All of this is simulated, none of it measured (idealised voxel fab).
Herein follows the process module entitled voxel quadruple lines.
Pictured: cross-section cut, 160 nm wide, on a grid of 5 nm square cells.
Square cells in a grid make up a cross-section in this document, and the grid is given as bands, listed from the top down, each one or more rows of cells.
Top height, bottom height, nm. Materials left to right, width each, nm. Single material + "full width" = fills band edge to edge. "air" = empty.
Heights from 0 (as-received wafer is one material below). Bottom band endless downward, as "z 0 and below".
The expression "30->40" gives the width at the extremes of the band, the first number at its top row of cells and the second at its bottom row, with the width changing by equal amounts from each row to the next in between.
Step note "same as before" = no cross-section cell changed.
The label "Voids, fully enclosed" introduces a list of the empty spaces, 8 cells or larger, that have no open way up to the top; each entry in it reads width x height at distance, where the distance is taken from the left edge and all three are stated in nm.
Anything after a step's settings on that line? It's the simulator's own note about the step.
For masked steps, "overlay nm" on the step line gives how far right of plan the mask actually lay; a minus sign means it lay to the left.
Plan:
1: RECEIVE,material Si
2: CONFORMAL_DEP,material Al2O3,thk nm 5
3: DIRECTIONAL_DEP,material W,thk nm 10
4: DIRECTIONAL_DEP,material polySi,thk nm 20
5: DIRECTIONAL_DEP,material aC,thk nm 20
6: PATTERN,tone cover,mask id MANDREL,material resist,width nm 20,pitch nm 60,thk nm 25,overlay nm 0
7: DIRECTIONAL_ETCH,etch materials aC,depth nm 20
8: STRIP,etch materials resist
9: CONFORMAL_DEP,material SiO2,thk nm 10
10: DIRECTIONAL_ETCH,etch materials SiO2,depth nm 10
11: STRIP,etch materials aC
12: DIRECTIONAL_ETCH,etch materials polySi,depth nm 20
13: STRIP,etch materials SiO2
14: CONFORMAL_DEP,material SiN,thk nm 5
15: DIRECTIONAL_ETCH,etch materials SiN,depth nm 5
16: STRIP,etch materials polySi
17: DIRECTIONAL_ETCH,etch materials W,depth nm 10
18: STRIP,etch materials SiN
Cross-section, incoming material, after step 1:
z 0 and below = Si full width
Voids, fully enclosed: none
End-of-module cross-section. Starting structure and process plan as above; one mistake made in running it:
z 15 to 5 = 20 air | 5 W | 10 air | 5 W | 10 air | 5 W | 10 air | 5 W | 10 air | 5 W | 10 air | 5 W | 10 air | 5 W | 10 air | 5 W | 30 air
z 5 to 0 = Al2O3 full width
z 0 and below = Si full width
Voids, fully enclosed: none
Plan not followed: step 6, actual vs plan mismatch, actual run PATTERN,tone cover,mask id MANDREL,material resist,width nm 20,pitch nm 60,thk nm 25,overlay nm -5
